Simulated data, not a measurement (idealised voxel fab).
Proc. module: voxel wiring stack
This is section cut - it's 240 nm across, gridded in 5 nm square cells.
Square cells in a grid make up a cross-section in this document, and the grid is given as bands, listed from the top down, each one or more rows of cells. Heights first: top, then bottom, in nm. Then materials, left to right, each with a width in nm. "edge to edge" on a single material: fills the band edge to edge. "blank": empty space. Convention: height 0 is the level below which the wafer, as received, is all one material. The lowest band does not terminate at the bottom but continues downward, represented as "0..down". So if you see something like "30->40" for the width, read it as the top row of the band sitting at the first number and the bottom row at the second, with every row in between moving by the same amount as the last. "no modification" after a step means that no cell of the cross-section changed. Reported under the label "Closed-off voids" are the empty spaces having no open way to the top and comprising 8 cells or more; the notation for each is width x height at distance, in which the distance is measured from the left edge and all three values are in nm. It should be noted that, on the line of a given step, the content following the step's settings is a remark produced by the simulator itself with respect to that step. On any step carrying a mask, the "overlay nm" setting, if present on the step's line, tells how far right of its planned place the mask lay; negative values point to the left. Each of the pairs that make up the rest of this document says: here is the cross-section before one process step, here is the cross-section after it, drawn only down to the lowest band that changed, and here, under the pair, is the step lying between them with its settings. Different pairs may come from different runs of this module on the same starting wafer, so a pair continues from the pair above it only where its entry headed "Ex-ante state" says so.
Ex-ante state:
- 0..down = Si edge to edge
- Closed-off voids: none
Cut View, Post-Step:
- 15..0 = SiO2 edge to edge
- below 0: unchanged
- Closed-off voids: none
In between the cross-sections above, the run called for CONFORMAL_DEP,material SiO2,thk nm 15
Ex-ante state: the wafer arrives at this step looking as the after cross-section in the pair just above shows it.
Cut View, Post-Step:
- 20..15 = TiN edge to edge
- below 15: unchanged
- Closed-off voids: none
In between the cross-sections above, the run called for DIRECTIONAL_DEP,material TiN,thk nm 5
Ex-ante state: the wafer arrives at this step looking as the after cross-section in the pair just above shows it.
Cut View, Post-Step:
- 40..20 = W edge to edge
- below 20: unchanged
- Closed-off voids: none
In between the cross-sections above, the run called for DIRECTIONAL_DEP,material W,thk nm 20
Ex-ante state: the wafer arrives at this step looking as the after cross-section in the pair just above shows it.
Cut View, Post-Step:
- 55..40 = blank: 60, resist: 25, blank: 20, resist: 25, blank: 20, resist: 25, blank: 65
- below 40: unchanged
- Closed-off voids: none
In between the cross-sections above, the run called for PATTERN,tone cover,mask id METAL_1,material resist,width nm 25,pitch nm 45,thk nm 15,overlay nm 0
Ex-ante state: the wafer arrives at this step looking as the after cross-section in the pair just above shows it.
Cut View, Post-Step:
- 55..40 = blank: 60, resist: 25, blank: 20, resist: 25, blank: 20, resist: 25, blank: 65
- 40..20 = blank: 60, W: 25, blank: 20, W: 25, blank: 20, W: 25, blank: 65
- below 20: unchanged
- Closed-off voids: none
In between the cross-sections above, the run called for DIRECTIONAL_ETCH,etch materials W,depth nm 20
Ex-ante state: the wafer arrives at this step looking as the after cross-section in the pair just above shows it.
Cut View, Post-Step:
- 55..40 = blank: 60, resist: 25, blank: 20, resist: 25, blank: 20, resist: 25, blank: 65
- 40..20 = blank: 60, W: 25, blank: 20, W: 25, blank: 20, W: 25, blank: 65
- 20..15 = blank: 60, TiN: 25, blank: 20, TiN: 25, blank: 20, TiN: 25, blank: 65
- below 15: unchanged
- Closed-off voids: none
In between the cross-sections above, the run called for DIRECTIONAL_ETCH,etch materials TiN,depth nm 5
Ex-ante state: the wafer arrives at this step looking as the after cross-section in the pair just above shows it.
Cut View, Post-Step:
- 40..20 = blank: 60, W: 25, blank: 20, W: 25, blank: 20, W: 25, blank: 65
- below 20: unchanged
- Closed-off voids: none
In between the cross-sections above, the run called for STRIP,etch materials resist
Ex-ante state: the wafer arrives at this step looking as the after cross-section in the pair just above shows it.
Cut View, Post-Step:
- 50..40 = SiO2 edge to edge
- 40..20 = SiO2: 60, W: 25, SiO2: 20, W: 25, SiO2: 20, W: 25, SiO2: 65
- 20..15 = SiO2: 60, TiN: 25, SiO2: 20, TiN: 25, SiO2: 20, TiN: 25, SiO2: 65
- below 15: unchanged
- Closed-off voids: none
In between the cross-sections above, the run called for FILL_DEP,material SiO2,thk nm 10
Ex-ante state: the wafer arrives at this step looking as the after cross-section in the pair just above shows it.
Cut View, Post-Step:
- 40..20 = SiO2: 60, W: 25, SiO2: 20, W: 25, SiO2: 20, W: 25, SiO2: 65
- below 20: unchanged
- Closed-off voids: none
In between the cross-sections above, the run called for CMP,height nm 40
Ex-ante state: the wafer arrives at this step looking as the after cross-section in the pair just above shows it.
Cut View, Post-Step:
- 45..40 = SiCN edge to edge
- below 40: unchanged
- Closed-off voids: none
In between the cross-sections above, the run called for CONFORMAL_DEP,material SiCN,thk nm 5
Ex-ante state: the wafer arrives at this step looking as the after cross-section in the pair just above shows it.
Cut View, Post-Step:
- 70..45 = SiO2 edge to edge
- below 45: unchanged
- Closed-off voids: none
In between the cross-sections above, the run called for DIRECTIONAL_DEP,material SiO2,thk nm 25
Ex-ante state: the wafer arrives at this step looking as the after cross-section in the pair just above shows it.
Cut View, Post-Step:
- 70..45 = SiO2: 60, blank: 15, SiO2: 75, blank: 15, SiO2: 75
- below 45: unchanged
- Closed-off voids: none
In between the cross-sections above, the run called for MASKED_ETCH,tone open,mask id METAL_2_HOLES,width nm 15,pitch nm 90,etch materials SiO2,depth nm 25,overlay nm 0
Ex-ante state: the wafer arrives at this step looking as the after cross-section in the pair just above shows it.
Cut View, Post-Step:
- 85..70 = resist: 60, blank: 25, resist: 20, blank: 25, resist: 20, blank: 25, resist: 65
- below 70: unchanged
- Closed-off voids: none
In between the cross-sections above, the run called for PATTERN,tone open,mask id METAL_2,material resist,width nm 25,pitch nm 45,thk nm 15,overlay nm 0
Ex-ante state: the wafer arrives at this step looking as the after cross-section in the pair just above shows it.
Cut View, Post-Step:
- 85..70 = resist: 60, blank: 25, resist: 20, blank: 25, resist: 20, blank: 25, resist: 65
- 70..55 = SiO2: 60, blank: 25, SiO2: 20, blank: 25, SiO2: 20, blank: 25, SiO2: 65
- below 55: unchanged
- Closed-off voids: none
In between the cross-sections above, the run called for DIRECTIONAL_ETCH,etch materials SiO2,depth nm 15
Ex-ante state: the wafer arrives at this step looking as the after cross-section in the pair just above shows it.
Cut View, Post-Step:
- 85..70 = resist: 60, blank: 25, resist: 20, blank: 25, resist: 20, blank: 25, resist: 65
- 70..55 = SiO2: 60, blank: 25, SiO2: 20, blank: 25, SiO2: 20, blank: 25, SiO2: 65
- 55..45 = SiO2: 60, blank: 15, SiO2: 75, blank: 15, SiO2: 75
- 45..40 = SiCN: 60, blank: 15, SiCN: 75, blank: 15, SiCN: 75
- below 40: unchanged
- Closed-off voids: none
In between the cross-sections above, the run called for DIRECTIONAL_ETCH,etch materials SiCN,depth nm 5
Ex-ante state: the wafer arrives at this step looking as the after cross-section in the pair just above shows it.
Cut View, Post-Step:
- 70..55 = SiO2: 60, blank: 25, SiO2: 20, blank: 25, SiO2: 20, blank: 25, SiO2: 65
- below 55: unchanged
- Closed-off voids: none
In between the cross-sections above, the run called for STRIP,etch materials resist
Ex-ante state: the wafer arrives at this step looking as the after cross-section in the pair just above shows it.
Cut View, Post-Step:
- 75..70 = TiN: 65, blank: 15, TiN: 30, blank: 15, TiN: 30, blank: 15, TiN: 70
- 70..60 = SiO2: 60, TiN: 5, blank: 15, TiN: 5, SiO2: 20, TiN: 5, blank: 15, TiN: 5, SiO2: 20, TiN: 5, blank: 15, TiN: 5, SiO2: 65
- 60..55 = SiO2: 60, TiN: 5, blank: 5, TiN: 15, SiO2: 20, TiN: 25, SiO2: 20, TiN: 5, blank: 5, TiN: 15, SiO2: 65
- 55..45 = SiO2: 60, TiN: 5, blank: 5, TiN: 5, SiO2: 75, TiN: 5, blank: 5, TiN: 5, SiO2: 75
- 45..40 = SiCN: 60, TiN: 15, SiCN: 75, TiN: 15, SiCN: 75
- below 40: unchanged
- Closed-off voids: none
In between the cross-sections above, the run called for CONFORMAL_DEP,material TiN,thk nm 5
Ex-ante state: the wafer arrives at this step looking as the after cross-section in the pair just above shows it.
Cut View, Post-Step:
- 85..75 = Cu edge to edge
- 75..70 = TiN: 65, Cu: 15, TiN: 30, Cu: 15, TiN: 30, Cu: 15, TiN: 70
- 70..60 = SiO2: 60, TiN: 5, Cu: 15, TiN: 5, SiO2: 20, TiN: 5, Cu: 15, TiN: 5, SiO2: 20, TiN: 5, Cu: 15, TiN: 5, SiO2: 65
- 60..55 = SiO2: 60, TiN: 5, Cu: 5, TiN: 15, SiO2: 20, TiN: 25, SiO2: 20, TiN: 5, Cu: 5, TiN: 15, SiO2: 65
- 55..45 = SiO2: 60, TiN: 5, Cu: 5, TiN: 5, SiO2: 75, TiN: 5, Cu: 5, TiN: 5, SiO2: 75
- below 45: unchanged
- Closed-off voids: none
In between the cross-sections above, the run called for FILL_DEP,material Cu,thk nm 10
Ex-ante state: the wafer arrives at this step looking as the after cross-section in the pair just above shows it.
Cut View, Post-Step:
- 70..60 = SiO2: 60, TiN: 5, Cu: 15, TiN: 5, SiO2: 20, TiN: 5, Cu: 15, TiN: 5, SiO2: 20, TiN: 5, Cu: 15, TiN: 5, SiO2: 65
- below 60: unchanged
- Closed-off voids: none
In between the cross-sections above, the run called for CMP,height nm 70
Ex-ante state: the wafer arrives at this step looking as the after cross-section in the pair just above shows it.
Cut View, Post-Step:
- 75..70 = SiCN edge to edge
- below 70: unchanged
- Closed-off voids: none
In between the cross-sections above, the run called for CONFORMAL_DEP,material SiCN,thk nm 5
Ex-ante state: the wafer arrives at this step looking as the after cross-section in the pair just above shows it.
Cut View, Post-Step:
- 110..75 = SiO2 edge to edge
- below 75: unchanged
- Closed-off voids: none
In between the cross-sections above, the run called for DIRECTIONAL_DEP,material SiO2,thk nm 35
Ex-ante state: the wafer arrives at this step looking as the after cross-section in the pair just above shows it.
Cut View, Post-Step:
- 125..110 = aC edge to edge
- below 110: unchanged
- Closed-off voids: none
In between the cross-sections above, the run called for DIRECTIONAL_DEP,material aC,thk nm 15
Ex-ante state: the wafer arrives at this step looking as the after cross-section in the pair just above shows it.
Cut View, Post-Step:
- 160..125 = resist: 60, blank: 25, resist: 20, blank: 25, resist: 20, blank: 25, resist: 65
- below 125: unchanged
- Closed-off voids: none
In between the cross-sections above, the run called for PATTERN,tone open,mask id METAL_3,material resist,width nm 25,pitch nm 45,thk nm 35,overlay nm 0
Ex-ante state: the wafer arrives at this step looking as the after cross-section in the pair just above shows it.
Cut View, Post-Step:
- 145..125 = resist: 60, blank: 25, resist: 20, blank: 25, resist: 20, blank: 25, resist: 65
- 125..110 = aC: 60, blank: 25, aC: 20, blank: 25, aC: 20, blank: 25, aC: 65
- below 110: unchanged
- Closed-off voids: none
In between the cross-sections above, the run called for DIRECTIONAL_ETCH,etch materials aC,depth nm 15
Ex-ante state: the wafer arrives at this step looking as the after cross-section in the pair just above shows it.
Cut View, Post-Step:
- 125..110 = aC: 60, blank: 25, aC: 20, blank: 25, aC: 20, blank: 25, aC: 65
- below 110: unchanged
- Closed-off voids: none
In between the cross-sections above, the run called for STRIP,etch materials resist
Ex-ante state: the wafer arrives at this step looking as the after cross-section in the pair just above shows it.
Cut View, Post-Step:
- 125..110 = aC: 60, blank: 25, aC: 20, blank: 25, aC: 20, blank: 25, aC: 65
- 110..90 = SiO2: 60, blank: 25, SiO2: 20, blank: 25, SiO2: 20, blank: 25, SiO2: 65
- below 90: unchanged
- Closed-off voids: none
In between the cross-sections above, the run called for DIRECTIONAL_ETCH,etch materials SiO2,depth nm 20
Ex-ante state: the wafer arrives at this step looking as the after cross-section in the pair just above shows it.
Cut View, Post-Step:
- 110..90 = SiO2: 60, blank: 25, SiO2: 20, blank: 25, SiO2: 20, blank: 25, SiO2: 65
- below 90: unchanged
- Closed-off voids: none
In between the cross-sections above, the run called for STRIP,etch materials aC
Ex-ante state: the wafer arrives at this step looking as the after cross-section in the pair just above shows it.
Cut View, Post-Step:
- 130..110 = resist: 60, blank: 15, resist: 75, blank: 15, resist: 75
- 110..90 = SiO2: 60, blank: 15, resist: 10, SiO2: 20, resist: 25, SiO2: 20, blank: 15, resist: 10, SiO2: 65
- below 90: unchanged
- Closed-off voids: none
In between the cross-sections above, the run called for PATTERN,tone open,mask id METAL_3_HOLES,material resist,width nm 15,pitch nm 90,thk nm 20,overlay nm 0
Ex-ante state: the wafer arrives at this step looking as the after cross-section in the pair just above shows it.
Cut View, Post-Step:
- 130..110 = resist: 60, blank: 15, resist: 75, blank: 15, resist: 75
- 110..90 = SiO2: 60, blank: 15, resist: 10, SiO2: 20, resist: 25, SiO2: 20, blank: 15, resist: 10, SiO2: 65
- 90..75 = SiO2: 60, blank: 15, SiO2: 75, blank: 15, SiO2: 75
- below 75: unchanged
- Closed-off voids: none
In between the cross-sections above, the run called for DIRECTIONAL_ETCH,etch materials SiO2,depth nm 15
Ex-ante state: the wafer arrives at this step looking as the after cross-section in the pair just above shows it.
Cut View, Post-Step:
- 130..110 = resist: 60, blank: 15, resist: 75, blank: 15, resist: 75
- 110..90 = SiO2: 60, blank: 15, resist: 10, SiO2: 20, resist: 25, SiO2: 20, blank: 15, resist: 10, SiO2: 65
- 90..75 = SiO2: 60, blank: 15, SiO2: 75, blank: 15, SiO2: 75
- 75..70 = SiCN: 60, blank: 15, SiCN: 75, blank: 15, SiCN: 75
- below 70: unchanged
- Closed-off voids: none
In between the cross-sections above, the run called for DIRECTIONAL_ETCH,etch materials SiCN,depth nm 5
Ex-ante state: the wafer arrives at this step looking as the after cross-section in the pair just above shows it.
Cut View, Post-Step:
- 110..90 = SiO2: 60, blank: 25, SiO2: 20, blank: 25, SiO2: 20, blank: 25, SiO2: 65
- below 90: unchanged
- Closed-off voids: none
In between the cross-sections above, the run called for STRIP,etch materials resist
Ex-ante state: the wafer arrives at this step looking as the after cross-section in the pair just above shows it.
Cut View, Post-Step:
- 115..110 = TiN: 65, blank: 15, TiN: 30, blank: 15, TiN: 30, blank: 15, TiN: 70
- 110..95 = SiO2: 60, TiN: 5, blank: 15, TiN: 5, SiO2: 20, TiN: 5, blank: 15, TiN: 5, SiO2: 20, TiN: 5, blank: 15, TiN: 5, SiO2: 65
- 95..90 = SiO2: 60, TiN: 5, blank: 5, TiN: 15, SiO2: 20, TiN: 25, SiO2: 20, TiN: 5, blank: 5, TiN: 15, SiO2: 65
- 90..75 = SiO2: 60, TiN: 5, blank: 5, TiN: 5, SiO2: 75, TiN: 5, blank: 5, TiN: 5, SiO2: 75
- 75..70 = SiCN: 60, TiN: 15, SiCN: 75, TiN: 15, SiCN: 75
- below 70: unchanged
- Closed-off voids: none
In between the cross-sections above, the run called for CONFORMAL_DEP,material TiN,thk nm 5
Ex-ante state: the wafer arrives at this step looking as the after cross-section in the pair just above shows it.
Cut View, Post-Step:
- 125..115 = Ru edge to edge
- 115..110 = TiN: 65, Ru: 15, TiN: 30, Ru: 15, TiN: 30, Ru: 15, TiN: 70
- 110..95 = SiO2: 60, TiN: 5, Ru: 15, TiN: 5, SiO2: 20, TiN: 5, Ru: 15, TiN: 5, SiO2: 20, TiN: 5, Ru: 15, TiN: 5, SiO2: 65
- 95..90 = SiO2: 60, TiN: 5, Ru: 5, TiN: 15, SiO2: 20, TiN: 25, SiO2: 20, TiN: 5, Ru: 5, TiN: 15, SiO2: 65
- 90..75 = SiO2: 60, TiN: 5, Ru: 5, TiN: 5, SiO2: 75, TiN: 5, Ru: 5, TiN: 5, SiO2: 75
- below 75: unchanged
- Closed-off voids: none
In between the cross-sections above, the run called for FILL_DEP,material Ru,thk nm 10
Ex-ante state: the wafer arrives at this step looking as the after cross-section in the pair just above shows it.
Cut View, Post-Step:
- 110..95 = SiO2: 60, TiN: 5, Ru: 15, TiN: 5, SiO2: 20, TiN: 5, Ru: 15, TiN: 5, SiO2: 20, TiN: 5, Ru: 15, TiN: 5, SiO2: 65
- below 95: unchanged
- Closed-off voids: none
In between the cross-sections above, the run called for CMP,height nm 110
Ex-ante state: the wafer arrives at this step looking as the after cross-section in the pair just above shows it.
Cut View, Post-Step:
- 115..110 = SiCN edge to edge
- below 110: unchanged
- Closed-off voids: none
In between the cross-sections above, the run called for CONFORMAL_DEP,material SiCN,thk nm 5
Ex-ante state: the wafer arrives at this step looking as the after cross-section in the pair just above shows it.
Cut View, Post-Step:
- 140..115 = SiO2 edge to edge
- below 115: unchanged
- Closed-off voids: none
In between the cross-sections above, the run called for DIRECTIONAL_DEP,material SiO2,thk nm 25
Ex-ante state: the wafer arrives at this step looking as the after cross-section in the pair just above shows it.
Cut View, Post-Step:
- 155..140 = aC edge to edge
- below 140: unchanged
- Closed-off voids: none
In between the cross-sections above, the run called for DIRECTIONAL_DEP,material aC,thk nm 15
Ex-ante state: the wafer arrives at this step looking as the after cross-section in the pair just above shows it.
Cut View, Post-Step:
- 185..155 = resist: 60, blank: 25, resist: 20, blank: 25, resist: 20, blank: 25, resist: 65
- below 155: unchanged
- Closed-off voids: none
In between the cross-sections above, the run called for PATTERN,tone open,mask id METAL_4,material resist,width nm 25,pitch nm 45,thk nm 30,overlay nm 0
Ex-ante state: the wafer arrives at this step looking as the after cross-section in the pair just above shows it.
Cut View, Post-Step:
- 170..155 = resist: 60, blank: 25, resist: 20, blank: 25, resist: 20, blank: 25, resist: 65
- 155..140 = aC: 60, blank: 25, aC: 20, blank: 25, aC: 20, blank: 25, aC: 65
- below 140: unchanged
- Closed-off voids: none
In between the cross-sections above, the run called for DIRECTIONAL_ETCH,etch materials aC,depth nm 15
Ex-ante state: the wafer arrives at this step looking as the after cross-section in the pair just above shows it.
Cut View, Post-Step:
- 155..140 = aC: 60, blank: 25, aC: 20, blank: 25, aC: 20, blank: 25, aC: 65
- below 140: unchanged
- Closed-off voids: none
In between the cross-sections above, the run called for STRIP,etch materials resist
Ex-ante state: the wafer arrives at this step looking as the after cross-section in the pair just above shows it.
Cut View, Post-Step:
- 155..140 = aC: 60, blank: 25, aC: 20, blank: 25, aC: 20, blank: 25, aC: 65
- 140..125 = SiO2: 60, blank: 25, SiO2: 20, blank: 25, SiO2: 20, blank: 25, SiO2: 65
- below 125: unchanged
- Closed-off voids: none
In between the cross-sections above, the run called for DIRECTIONAL_ETCH,etch materials SiO2,depth nm 15
Ex-ante state: the wafer arrives at this step looking as the after cross-section in the pair just above shows it.
Cut View, Post-Step:
- 140..125 = SiO2: 60, blank: 25, SiO2: 20, blank: 25, SiO2: 20, blank: 25, SiO2: 65
- below 125: unchanged
- Closed-off voids: none
In between the cross-sections above, the run called for STRIP,etch materials aC
Ex-ante state: the wafer arrives at this step looking as the after cross-section in the pair just above shows it.
Cut View, Post-Step:
- 160..140 = resist: 60, blank: 15, resist: 75, blank: 15, resist: 75
- 140..125 = SiO2: 60, blank: 15, resist: 10, SiO2: 20, resist: 25, SiO2: 20, blank: 15, resist: 10, SiO2: 65
- below 125: unchanged
- Closed-off voids: none
In between the cross-sections above, the run called for PATTERN,tone open,mask id METAL_4_HOLES,material resist,width nm 15,pitch nm 90,thk nm 20,overlay nm 0
Ex-ante state: the wafer arrives at this step looking as the after cross-section in the pair just above shows it.
Cut View, Post-Step:
- 160..140 = resist: 60, blank: 15, resist: 75, blank: 15, resist: 75
- 140..125 = SiO2: 60, blank: 15, resist: 10, SiO2: 20, resist: 25, SiO2: 20, blank: 15, resist: 10, SiO2: 65
- 125..115 = SiO2: 60, blank: 15, SiO2: 75, blank: 15, SiO2: 75
- below 115: unchanged
- Closed-off voids: none
In between the cross-sections above, the run called for DIRECTIONAL_ETCH,etch materials SiO2,depth nm 10
Ex-ante state: the wafer arrives at this step looking as the after cross-section in the pair just above shows it.
Cut View, Post-Step:
- 160..140 = resist: 60, blank: 15, resist: 75, blank: 15, resist: 75
- 140..125 = SiO2: 60, blank: 15, resist: 10, SiO2: 20, resist: 25, SiO2: 20, blank: 15, resist: 10, SiO2: 65
- 125..115 = SiO2: 60, blank: 15, SiO2: 75, blank: 15, SiO2: 75
- 115..110 = SiCN: 60, blank: 15, SiCN: 75, blank: 15, SiCN: 75
- below 110: unchanged
- Closed-off voids: none
In between the cross-sections above, the run called for DIRECTIONAL_ETCH,etch materials SiCN,depth nm 5
Ex-ante state: the wafer arrives at this step looking as the after cross-section in the pair just above shows it.
Cut View, Post-Step:
- 140..125 = SiO2: 60, blank: 25, SiO2: 20, blank: 25, SiO2: 20, blank: 25, SiO2: 65
- below 125: unchanged
- Closed-off voids: none
In between the cross-sections above, the run called for STRIP,etch materials resist
Ex-ante state: the wafer arrives at this step looking as the after cross-section in the pair just above shows it.
Cut View, Post-Step:
- 145..140 = TiN: 65, blank: 15, TiN: 30, blank: 15, TiN: 30, blank: 15, TiN: 70
- 140..130 = SiO2: 60, TiN: 5, blank: 15, TiN: 5, SiO2: 20, TiN: 5, blank: 15, TiN: 5, SiO2: 20, TiN: 5, blank: 15, TiN: 5, SiO2: 65
- 130..125 = SiO2: 60, TiN: 5, blank: 5, TiN: 15, SiO2: 20, TiN: 25, SiO2: 20, TiN: 5, blank: 5, TiN: 15, SiO2: 65
- 125..115 = SiO2: 60, TiN: 5, blank: 5, TiN: 5, SiO2: 75, TiN: 5, blank: 5, TiN: 5, SiO2: 75
- 115..110 = SiCN: 60, TiN: 15, SiCN: 75, TiN: 15, SiCN: 75
- below 110: unchanged
- Closed-off voids: none
In between the cross-sections above, the run called for CONFORMAL_DEP,material TiN,thk nm 5
Ex-ante state: the wafer arrives at this step looking as the after cross-section in the pair just above shows it.
Cut View, Post-Step:
- 155..145 = Cu edge to edge
- 145..140 = TiN: 65, Cu: 15, TiN: 30, Cu: 15, TiN: 30, Cu: 15, TiN: 70
- 140..130 = SiO2: 60, TiN: 5, Cu: 15, TiN: 5, SiO2: 20, TiN: 5, Cu: 15, TiN: 5, SiO2: 20, TiN: 5, Cu: 15, TiN: 5, SiO2: 65
- 130..125 = SiO2: 60, TiN: 5, Cu: 5, TiN: 15, SiO2: 20, TiN: 25, SiO2: 20, TiN: 5, Cu: 5, TiN: 15, SiO2: 65
- 125..115 = SiO2: 60, TiN: 5, Cu: 5, TiN: 5, SiO2: 75, TiN: 5, Cu: 5, TiN: 5, SiO2: 75
- below 115: unchanged
- Closed-off voids: none
In between the cross-sections above, the run called for FILL_DEP,material Cu,thk nm 10
Ex-ante state: the wafer arrives at this step looking as the after cross-section in the pair just above shows it.
Cut View, Post-Step:
- 140..130 = SiO2: 60, TiN: 5, Cu: 15, TiN: 5, SiO2: 20, TiN: 5, Cu: 15, TiN: 5, SiO2: 20, TiN: 5, Cu: 15, TiN: 5, SiO2: 65
- below 130: unchanged
- Closed-off voids: none
In between the cross-sections above, the run called for CMP,height nm 140
Ex-ante state: the wafer arrives at this step looking as the after cross-section in the pair just above shows it.
Cut View, Post-Step:
- 145..140 = SiN edge to edge
- below 140: unchanged
- Closed-off voids: none
In between the cross-sections above, the run called for CONFORMAL_DEP,material SiN,thk nm 5
Ex-ante state:
- 85..75 = Cu edge to edge
- 75..70 = TiN: 65, Cu: 15, TiN: 30, Cu: 15, TiN: 30, Cu: 15, TiN: 70
- 70..60 = SiO2: 60, TiN: 5, Cu: 15, TiN: 5, SiO2: 20, TiN: 5, Cu: 15, TiN: 5, SiO2: 20, TiN: 5, Cu: 15, TiN: 5, SiO2: 65
- 60..55 = SiO2: 60, TiN: 5, Cu: 5, TiN: 15, SiO2: 20, TiN: 25, SiO2: 20, TiN: 5, Cu: 5, TiN: 15, SiO2: 65
- 55..45 = SiO2: 60, TiN: 5, Cu: 5, TiN: 5, SiO2: 75, TiN: 5, Cu: 5, TiN: 5, SiO2: 75
- 45..40 = SiCN: 60, TiN: 15, SiCN: 75, TiN: 15, SiCN: 75
- 40..20 = SiO2: 60, W: 25, SiO2: 20, W: 25, SiO2: 20, W: 25, SiO2: 65
- 20..15 = SiO2: 60, TiN: 25, SiO2: 20, TiN: 25, SiO2: 20, TiN: 25, SiO2: 65
- 15..0 = SiO2 edge to edge
- 0..down = Si edge to edge
- Closed-off voids: none
Cut View, Post-Step:
- 90..85 = SiCN edge to edge
- below 85: unchanged
- Closed-off voids: none
In between the cross-sections above, the run called for CONFORMAL_DEP,material SiCN,thk nm 5
Ex-ante state: the wafer arrives at this step looking as the after cross-section in the pair just above shows it.
Cut View, Post-Step:
- 125..90 = SiO2 edge to edge
- below 90: unchanged
- Closed-off voids: none
In between the cross-sections above, the run called for DIRECTIONAL_DEP,material SiO2,thk nm 35
Ex-ante state: the wafer arrives at this step looking as the after cross-section in the pair just above shows it.
Cut View, Post-Step:
- 140..125 = aC edge to edge
- below 125: unchanged
- Closed-off voids: none
In between the cross-sections above, the run called for DIRECTIONAL_DEP,material aC,thk nm 15
Ex-ante state: the wafer arrives at this step looking as the after cross-section in the pair just above shows it.
Cut View, Post-Step:
- 175..140 = resist: 60, blank: 25, resist: 20, blank: 25, resist: 20, blank: 25, resist: 65
- below 140: unchanged
- Closed-off voids: none
In between the cross-sections above, the run called for PATTERN,tone open,mask id METAL_3,material resist,width nm 25,pitch nm 45,thk nm 35,overlay nm 0
Ex-ante state: the wafer arrives at this step looking as the after cross-section in the pair just above shows it.
Cut View, Post-Step:
- 160..140 = resist: 60, blank: 25, resist: 20, blank: 25, resist: 20, blank: 25, resist: 65
- 140..125 = aC: 60, blank: 25, aC: 20, blank: 25, aC: 20, blank: 25, aC: 65
- below 125: unchanged
- Closed-off voids: none
In between the cross-sections above, the run called for DIRECTIONAL_ETCH,etch materials aC,depth nm 15
Ex-ante state: the wafer arrives at this step looking as the after cross-section in the pair just above shows it.
Cut View, Post-Step:
- 140..125 = aC: 60, blank: 25, aC: 20, blank: 25, aC: 20, blank: 25, aC: 65
- below 125: unchanged
- Closed-off voids: none
In between the cross-sections above, the run called for STRIP,etch materials resist
Ex-ante state: the wafer arrives at this step looking as the after cross-section in the pair just above shows it.
Cut View, Post-Step:
- 140..125 = aC: 60, blank: 25, aC: 20, blank: 25, aC: 20, blank: 25, aC: 65
- 125..105 = SiO2: 60, blank: 25, SiO2: 20, blank: 25, SiO2: 20, blank: 25, SiO2: 65
- below 105: unchanged
- Closed-off voids: none
In between the cross-sections above, the run called for DIRECTIONAL_ETCH,etch materials SiO2,depth nm 20
Ex-ante state: the wafer arrives at this step looking as the after cross-section in the pair just above shows it.
Cut View, Post-Step:
- 125..105 = SiO2: 60, blank: 25, SiO2: 20, blank: 25, SiO2: 20, blank: 25, SiO2: 65
- below 105: unchanged
- Closed-off voids: none
In between the cross-sections above, the run called for STRIP,etch materials aC
Ex-ante state: the wafer arrives at this step looking as the after cross-section in the pair just above shows it.
Cut View, Post-Step:
- 145..125 = resist: 60, blank: 15, resist: 75, blank: 15, resist: 75
- 125..105 = SiO2: 60, blank: 15, resist: 10, SiO2: 20, resist: 25, SiO2: 20, blank: 15, resist: 10, SiO2: 65
- below 105: unchanged
- Closed-off voids: none
In between the cross-sections above, the run called for PATTERN,tone open,mask id METAL_3_HOLES,material resist,width nm 15,pitch nm 90,thk nm 20,overlay nm 0
Ex-ante state: the wafer arrives at this step looking as the after cross-section in the pair just above shows it.
Cut View, Post-Step:
- 145..125 = resist: 60, blank: 15, resist: 75, blank: 15, resist: 75
- 125..105 = SiO2: 60, blank: 15, resist: 10, SiO2: 20, resist: 25, SiO2: 20, blank: 15, resist: 10, SiO2: 65
- 105..90 = SiO2: 60, blank: 15, SiO2: 75, blank: 15, SiO2: 75
- below 90: unchanged
- Closed-off voids: none
In between the cross-sections above, the run called for DIRECTIONAL_ETCH,etch materials SiO2,depth nm 15
Ex-ante state: the wafer arrives at this step looking as the after cross-section in the pair just above shows it.
Cut View, Post-Step:
- 145..125 = resist: 60, blank: 15, resist: 75, blank: 15, resist: 75
- 125..105 = SiO2: 60, blank: 15, resist: 10, SiO2: 20, resist: 25, SiO2: 20, blank: 15, resist: 10, SiO2: 65
- 105..90 = SiO2: 60, blank: 15, SiO2: 75, blank: 15, SiO2: 75
- 90..85 = SiCN: 60, blank: 15, SiCN: 75, blank: 15, SiCN: 75
- below 85: unchanged
- Closed-off voids: none
In between the cross-sections above, the run called for DIRECTIONAL_ETCH,etch materials SiCN,depth nm 5
Ex-ante state: the wafer arrives at this step looking as the after cross-section in the pair just above shows it.
Cut View, Post-Step:
- 125..105 = SiO2: 60, blank: 25, SiO2: 20, blank: 25, SiO2: 20, blank: 25, SiO2: 65
- below 105: unchanged
- Closed-off voids: none
In between the cross-sections above, the run called for STRIP,etch materials resist
Ex-ante state: the wafer arrives at this step looking as the after cross-section in the pair just above shows it.
Cut View, Post-Step:
- 130..125 = TiN: 65, blank: 15, TiN: 30, blank: 15, TiN: 30, blank: 15, TiN: 70
- 125..110 = SiO2: 60, TiN: 5, blank: 15, TiN: 5, SiO2: 20, TiN: 5, blank: 15, TiN: 5, SiO2: 20, TiN: 5, blank: 15, TiN: 5, SiO2: 65
- 110..105 = SiO2: 60, TiN: 5, blank: 5, TiN: 15, SiO2: 20, TiN: 25, SiO2: 20, TiN: 5, blank: 5, TiN: 15, SiO2: 65
- 105..90 = SiO2: 60, TiN: 5, blank: 5, TiN: 5, SiO2: 75, TiN: 5, blank: 5, TiN: 5, SiO2: 75
- 90..85 = SiCN: 60, TiN: 15, SiCN: 75, TiN: 15, SiCN: 75
- below 85: unchanged
- Closed-off voids: none
In between the cross-sections above, the run called for CONFORMAL_DEP,material TiN,thk nm 5
Ex-ante state: the wafer arrives at this step looking as the after cross-section in the pair just above shows it.
Cut View, Post-Step:
- 140..130 = Ru edge to edge
- 130..125 = TiN: 65, Ru: 15, TiN: 30, Ru: 15, TiN: 30, Ru: 15, TiN: 70
- 125..110 = SiO2: 60, TiN: 5, Ru: 15, TiN: 5, SiO2: 20, TiN: 5, Ru: 15, TiN: 5, SiO2: 20, TiN: 5, Ru: 15, TiN: 5, SiO2: 65
- 110..105 = SiO2: 60, TiN: 5, Ru: 5, TiN: 15, SiO2: 20, TiN: 25, SiO2: 20, TiN: 5, Ru: 5, TiN: 15, SiO2: 65
- 105..90 = SiO2: 60, TiN: 5, Ru: 5, TiN: 5, SiO2: 75, TiN: 5, Ru: 5, TiN: 5, SiO2: 75
- below 90: unchanged
- Closed-off voids: none
In between the cross-sections above, the run called for FILL_DEP,material Ru,thk nm 10
